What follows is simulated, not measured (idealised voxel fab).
process module | voxel gate over fins
cross-section cut | 215 nm wide | cells 5 nm
A cross-section is a grid of square cells, given in bands from the top down. A band is one or more rows of cells.
Each band's line starts with the height of the band's top and of its bottom, in nm. Then come its materials from left to right, each with its width in nm. One material with "throughout" fills the band from edge to edge. "air" is empty space.
Height 0 is the level under which the wafer as received is all one material. The lowest band goes on downwards, as in "0 down".
A width such as "30 to 40" changes by the same amount from each row of cells to the next, from the band's top row to its bottom row.
"no change" after a step means that no cell of the cross-section changed.
closed voids: empty space of 8 cells or more with no open way to the top, each as width x height at its distance from the left edge, in nm
after a step's settings: what the simulator itself notes on the step
overlay nm, on a step with a mask: how far to the right of its planned place the mask lay; to the left if negative
plan
1 op RECEIVE | material Si
2 op CONFORMAL_DEP | material SiN | thk nm 10
3 op DIRECTIONAL_DEP | material aC | thk nm 10
4 op PATTERN | tone cover | mask id FINS | material resist | width nm 15 | pitch nm 35 | thk nm 30 | overlay nm 0
5 op DIRECTIONAL_ETCH | etch materials aC | depth nm 10
6 op STRIP | etch materials resist
7 op DIRECTIONAL_ETCH | etch materials SiN | depth nm 10
8 op DIRECTIONAL_ETCH | etch materials Si | depth nm 35
9 op STRIP | etch materials aC
10 op FILL_DEP | material SiO2 | thk nm 15
11 op CMP | height nm 10
12 op SELECTIVE_ETCH | etch materials SiO2 | depth nm 20
13 op STRIP | etch materials SiN
14 op CONFORMAL_DEP | material HfO2 | thk nm 5
15 op CONFORMAL_DEP | material TiN | thk nm 5
16 op CONFORMAL_DEP | material TiAl | thk nm 5
17 op CONFORMAL_DEP | material TiN | thk nm 5
18 op FILL_DEP | material W | thk nm 10
19 op CMP | height nm 25
20 op CONFORMAL_DEP | material SiN | thk nm 10
as received, after step 1
  0 down: Si throughout
  closed voids: none
first wafer at the end, as planned
  35 to 25: SiN throughout
  25 to 20: W throughout
  20 to 15: W 60 | TiN 90 | W 65
  15 to 10: W 60 | TiN 5 | TiAl 80 | TiN 5 | W 65
  10 to 5: TiN 65 | TiAl 5 | TiN 70 | TiAl 5 | TiN 70
  5 to 0: TiAl 70 | TiN 5 | HfO2 25 | TiN 10 | HfO2 25 | TiN 5 | TiAl 75
  0 to -5: TiN 75 | HfO2 5 | Si 15 | HfO2 5 | TiN 10 | HfO2 5 | Si 15 | HfO2 5 | TiN 80
  -5 to -10: HfO2 80 | Si 15 | HfO2 20 | Si 15 | HfO2 85
  -10 to -35: SiO2 80 | Si 15 | SiO2 20 | Si 15 | SiO2 85
  -35 down: Si throughout
  closed voids: none
second wafer at the end: like start, like plan, one mistake
  40 to 25: SiN throughout
  25 to 20: W throughout
  20 to 15: W 60 | TiN 90 | W 65
  15 to 10: W 60 | TiN 5 | TiAl 80 | TiN 5 | W 65
  10 to 5: TiN 65 | TiAl 5 | TiN 70 | TiAl 5 | TiN 70
  5 to 0: TiAl 70 | TiN 5 | HfO2 25 | TiN 10 | HfO2 25 | TiN 5 | TiAl 75
  0 to -5: TiN 75 | HfO2 5 | Si 15 | HfO2 5 | TiN 10 | HfO2 5 | Si 15 | HfO2 5 | TiN 80
  -5 to -10: HfO2 80 | Si 15 | HfO2 20 | Si 15 | HfO2 85
  -10 to -35: SiO2 80 | Si 15 | SiO2 20 | Si 15 | SiO2 85
  -35 down: Si throughout
  closed voids: none
what went wrong: step 20 ran as: op CONFORMAL_DEP | material SiN | thk nm 15
at the end the second wafer has, in cells: 43 more of SiN
